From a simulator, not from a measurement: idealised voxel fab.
The following process module bears the name voxel gate over fins.
Each square cell in cross-section cut measures 5 nm, and the section as a whole is 255 nm wide.
Cross-section layout: square cells on a grid; listed as bands, top to bottom; a band spans one or more cell rows.
Quick guide to a band line: top height, bottom height (nm) up front; then every material left to right with its width in nm. Only one material and it's marked "everywhere"? Then it fills the band edge to edge. And "empty" just means empty space.
Measure heights from 0. That's the level where, below it, the as-received wafer is all one material. The lowest band is bottomless and extends downward; write it as in "0 nm and below".
Quick explanation for "30->40": the width changes in equal steps down the rows of cells, from the first number in the band's top row to the second number in its bottom row.
You'll sometimes find "remained unchanged" written for a step, and that's the way of saying that nowhere in the cross-section did a cell change during that step.
"Cavities, sealed": empty spaces of 8 cells or more with no open way to the top, each given as width x height at distance, distance from the left edge, all in nm.
Whatever follows a step's settings on its line is a remark the simulator itself makes about that step.
Steps that use a mask can have "overlay nm" on their line. It says how far the mask sat to the right of where it was meant to be. Negative means to the left.
Set out below are the planned steps of the process
1. RECEIVE, material Si
2. CONFORMAL_DEP, material SiN, thk nm 10
3. MASKED_ETCH, tone cover, mask id FINS, width nm 15, pitch nm 45, etch materials SiN, depth nm 10, overlay nm 0
4. MASKED_ETCH, tone cover, mask id FINS, width nm 15, pitch nm 45, etch materials Si, depth nm 30, overlay nm 0
5. OXIDIZE, depth nm 5
6. FILL_DEP, material SiO2, thk nm 10
7. CMP, height nm 10
8. SELECTIVE_ETCH, etch materials SiO2, depth nm 25
9. STRIP, etch materials SiN
10. CONFORMAL_DEP, material HfO2, thk nm 5
11. CONFORMAL_DEP, material TiN, thk nm 5
12. FILL_DEP, material W, thk nm 15
13. CMP, height nm 20
14. CONFORMAL_DEP, material SiN, thk nm 10
This is the cross-section of the wafer as we received it, i.e. after step 1
> 0 nm and below  Si everywhere
> Cavities, sealed: none
Cross-section, first of two wafers, end of module, run as planned
> 30 nm to 20 nm  SiN everywhere
> 20 nm to 10 nm  W everywhere
> 10 nm to 5 nm  W 90, then TiN 25, then W 20, then TiN 25, then W 95
> 5 nm to 0 nm  W 90, then TiN 5, then HfO2 15, then TiN 5, then W 20, then TiN 5, then HfO2 15, then TiN 5, then W 95
> 0 nm to -5 nm  W 90, then TiN 5, then HfO2 5, then Si 5, then HfO2 5, then TiN 5, then W 20, then TiN 5, then HfO2 5, then Si 5, then HfO2 5, then TiN 5, then W 95
> -5 nm to -10 nm  TiN 95, then HfO2 5, then Si 5, then HfO2 5, then TiN 30, then HfO2 5, then Si 5, then HfO2 5, then TiN 100
> -10 nm to -15 nm  HfO2 100, then Si 5, then HfO2 40, then Si 5, then HfO2 105
> -15 nm to -35 nm  SiO2 100, then Si 5, then SiO2 40, then Si 5, then SiO2 105
> -35 nm and below  Si everywhere
> Cavities, sealed: none
Second wafer of the two, sectioned at the end of the module. It began like the first and followed the same plan, but one mistake was made while running it
> 30 nm to 20 nm  SiN everywhere
> 20 nm to 5 nm  W everywhere
> 5 nm to 0 nm  W 95, then TiN 15, then W 30, then TiN 15, then W 100
> 0 nm to -10 nm  W 95, then TiN 5, then Si 5, then TiN 5, then W 30, then TiN 5, then Si 5, then TiN 5, then W 100
> -10 nm to -15 nm  TiN 100, then Si 5, then TiN 40, then Si 5, then TiN 105
> -15 nm to -35 nm  SiO2 100, then Si 5, then SiO2 40, then Si 5, then SiO2 105
> -35 nm and below  Si everywhere
> Cavities, sealed: none
What was the processing mistake? step 10 of the plan was jumped over and never run
Final comparison by cell count, materials where the second wafer has more or fewer than the first: HfO2 -63, W +63
